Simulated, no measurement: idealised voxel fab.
Process module name: voxel gate over fins
FYI the section here is cut, 285 nm wide, cells are 5 nm squares.
Bands, listed from the top down, are how a cross-section gets written in this document; the cross-section itself is a grid of square cells, and a band is one or more rows of them.
What a band's entry tells you: where the top is and where the bottom is, as heights in nm, and after that what lies inside, material by material from left to right, each with its width in nm. Empty space is written as the word "blank", and a single material marked with the word "edge to edge" occupies the band from edge to edge.
Zero point of the height axis is 0; under it, received wafer = one material. Lowest band: continues down indefinitely, "top 0, no bottom".
When a width is written as two numbers, as in "30..40", the first number is the width in the top row of cells of the band and the second is the width in its bottom row, and the width changes by the same amount from each row to the next.
You'll sometimes find "nothing changed" written for a step, and that's the way of saying that nowhere in the cross-section did a cell change during that step.
Reported under the label "Sealed void inventory" are the empty spaces having no open way to the top and comprising 8 cells or more; the notation for each is width x height at distance, in which the distance is measured from the left edge and all three values are in nm.
Read whatever lies past the settings on a step's line as the simulator's own remark about the step.
Each step line may optionally specify "overlay nm", which for a step with a mask gives the rightward distance between the mask's planned place and where it lay, a negative value indicating the leftward direction.
List of planned process steps:
1) RECEIVE, material Si
2) CONFORMAL_DEP, material SiN, thk nm 10
3) MASKED_ETCH, tone cover, mask id FINS, width nm 15, pitch nm 35, etch materials SiN, depth nm 10, overlay nm 0
4) MASKED_ETCH, tone cover, mask id FINS, width nm 15, pitch nm 35, etch materials Si, depth nm 30, overlay nm 0
5) OXIDIZE, depth nm 5
6) FILL_DEP, material SiO2, thk nm 15
7) CMP, height nm 10
8) SELECTIVE_ETCH, etch materials SiO2, depth nm 25
9) STRIP, etch materials SiN
10) CONFORMAL_DEP, material HfO2, thk nm 5
11) CONFORMAL_DEP, material TiN, thk nm 5
12) CONFORMAL_DEP, material TiAl, thk nm 5
13) CONFORMAL_DEP, material TiN, thk nm 5
14) FILL_DEP, material W, thk nm 10
15) CMP, height nm 25
16) CONFORMAL_DEP, material SiN, thk nm 5
Received-state cross-section, reflecting completion of step 1:
- top 0, no bottom | Si edge to edge
- Sealed void inventory: none
Here's the wafer cut in cross-section after the module, started and planned just like above, except one thing was done wrong in the run:
- top 30, bottom 25 | SiN edge to edge
- top 25, bottom 15 | W edge to edge
- top 15, bottom 10 | 105 of W / 70 of TiN / 110 of W
- top 10, bottom 5 | 105 of W / 5 of TiN / 25 of TiAl / 10 of TiN / 25 of TiAl / 5 of TiN / 110 of W
- top 5, bottom 0 | 105 of W / 5 of TiN / 5 of TiAl / 15 of TiN / 5 of TiAl / 10 of TiN / 5 of TiAl / 15 of TiN / 5 of TiAl / 5 of TiN / 110 of W
- top 0, bottom -5 | 110 of TiN / 5 of TiAl / 5 of TiN / 5 of Si / 5 of TiN / 5 of TiAl / 10 of TiN / 5 of TiAl / 5 of TiN / 5 of Si / 5 of TiN / 5 of TiAl / 115 of TiN
- top -5, bottom -10 | 115 of TiAl / 5 of TiN / 5 of Si / 5 of TiN / 20 of TiAl / 5 of TiN / 5 of Si / 5 of TiN / 120 of TiAl
- top -10, bottom -15 | 120 of TiN / 5 of Si / 30 of TiN / 5 of Si / 125 of TiN
- top -15, bottom -35 | 120 of SiO2 / 5 of Si / 30 of SiO2 / 5 of Si / 125 of SiO2
- top -35, no bottom | Si edge to edge
- Sealed void inventory: none
Short version of what went wrong: step 10 of the plan: omitted, not performed
